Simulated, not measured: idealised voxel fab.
process module | voxel self aligned vias
cross-section cut | 235 nm wide | cells 5 nm
A cross-section is a grid of square cells, given in bands from the top down. A band is one or more rows of cells.
Each band's line starts with the height of the band's top and of its bottom, in nm. Then come its materials from left to right, each with its width in nm. One material with "throughout" fills the band from edge to edge. "air" is empty space.
Height 0 is the level under which the wafer as received is all one material. The lowest band goes on downwards, as in "0 down".
A width such as "30 to 40" changes by the same amount from each row of cells to the next, from the band's top row to its bottom row.
"no change" after a step means that no cell of the cross-section changed.
closed voids: empty space of 8 cells or more with no open way to the top, each as width x height at its distance from the left edge, in nm
after a step's settings: what the simulator itself notes on the step
overlay nm, on a step with a mask: how far to the right of its planned place the mask lay; to the left if negative
plan
1 op RECEIVE | material Si
2 op CONFORMAL_DEP | material SiO2 | thk nm 15
3 op CONFORMAL_DEP | material SiCN | thk nm 5
4 op DIRECTIONAL_DEP | material lowk | thk nm 30
5 op DIRECTIONAL_DEP | material aC | thk nm 15
6 op PATTERN | tone open | mask id LINES | material resist | width nm 20 | pitch nm 60 | thk nm 35 | overlay nm 0
7 op DIRECTIONAL_ETCH | etch materials aC | depth nm 15
8 op STRIP | etch materials resist
9 op DIRECTIONAL_ETCH | etch materials lowk | depth nm 30
10 op STRIP | etch materials aC
11 op CONFORMAL_DEP | material TiN | thk nm 5
12 op FILL_DEP | material Ru | thk nm 5
13 op CMP | height nm 50
14 op SELECTIVE_ETCH | etch materials W Ru TiN | depth nm 5
15 op FILL_DEP | material SiN | thk nm 5
16 op CMP | height nm 50
17 op DIRECTIONAL_DEP | material lowk | thk nm 20
18 op PATTERN | tone open | mask id VIAS | material resist | width nm 30 | pitch nm 60 | thk nm 15 | overlay nm 0
19 op DIRECTIONAL_ETCH | etch materials lowk | depth nm 20
20 op DIRECTIONAL_ETCH | etch materials SiN | depth nm 5
21 op STRIP | etch materials resist
22 op CONFORMAL_DEP | material TiN | thk nm 5
23 op FILL_DEP | material Cu | thk nm 10
24 op CMP | height nm 70
25 op CONFORMAL_DEP | material SiCN | thk nm 5
as received, after step 1
  0 down: Si throughout
  closed voids: none
first wafer at the end, as planned
  75 to 70: SiCN throughout
  70 to 55: lowk 70 | TiN 5 | Cu 20 | TiN 5 | lowk 30 | TiN 5 | Cu 20 | TiN 5 | lowk 75
  55 to 50: lowk 70 | TiN 10 | Cu 10 | TiN 10 | lowk 30 | TiN 10 | Cu 10 | TiN 10 | lowk 75
  50 to 45: lowk 75 | TiN 20 | lowk 40 | TiN 20 | lowk 80
  45 to 25: lowk 75 | TiN 5 | Ru 10 | TiN 5 | lowk 40 | TiN 5 | Ru 10 | TiN 5 | lowk 80
  25 to 20: lowk 75 | TiN 20 | lowk 40 | TiN 20 | lowk 80
  20 to 15: SiCN throughout
  15 to 0: SiO2 throughout
  0 down: Si throughout
  closed voids: none
second wafer at the end: like start, like plan, one mistake
  75 to 70: SiCN throughout
  70 to 55: lowk 70 | TiN 5 | Cu 20 | TiN 5 | lowk 30 | TiN 5 | Cu 20 | TiN 5 | lowk 75
  55 to 50: lowk 70 | TiN 5 | Cu 5 | TiN 20 | lowk 30 | TiN 5 | Cu 5 | TiN 20 | lowk 75
  50 to 45: lowk 65 | SiN 5 | TiN 15 | lowk 40 | SiN 5 | TiN 15 | lowk 90
  45 to 25: lowk 65 | TiN 5 | Ru 10 | TiN 5 | lowk 40 | TiN 5 | Ru 10 | TiN 5 | lowk 90
  25 to 20: lowk 65 | TiN 20 | lowk 40 | TiN 20 | lowk 90
  20 to 15: SiCN throughout
  15 to 0: SiO2 throughout
  0 down: Si throughout
  closed voids: none
what went wrong: step 6 ran as: op PATTERN | tone open | mask id LINES | material resist | width nm 20 | pitch nm 60 | thk nm 35 | overlay nm -10
at the end the second wafer has, in cells: 2 fewer of Cu | 2 more of SiN
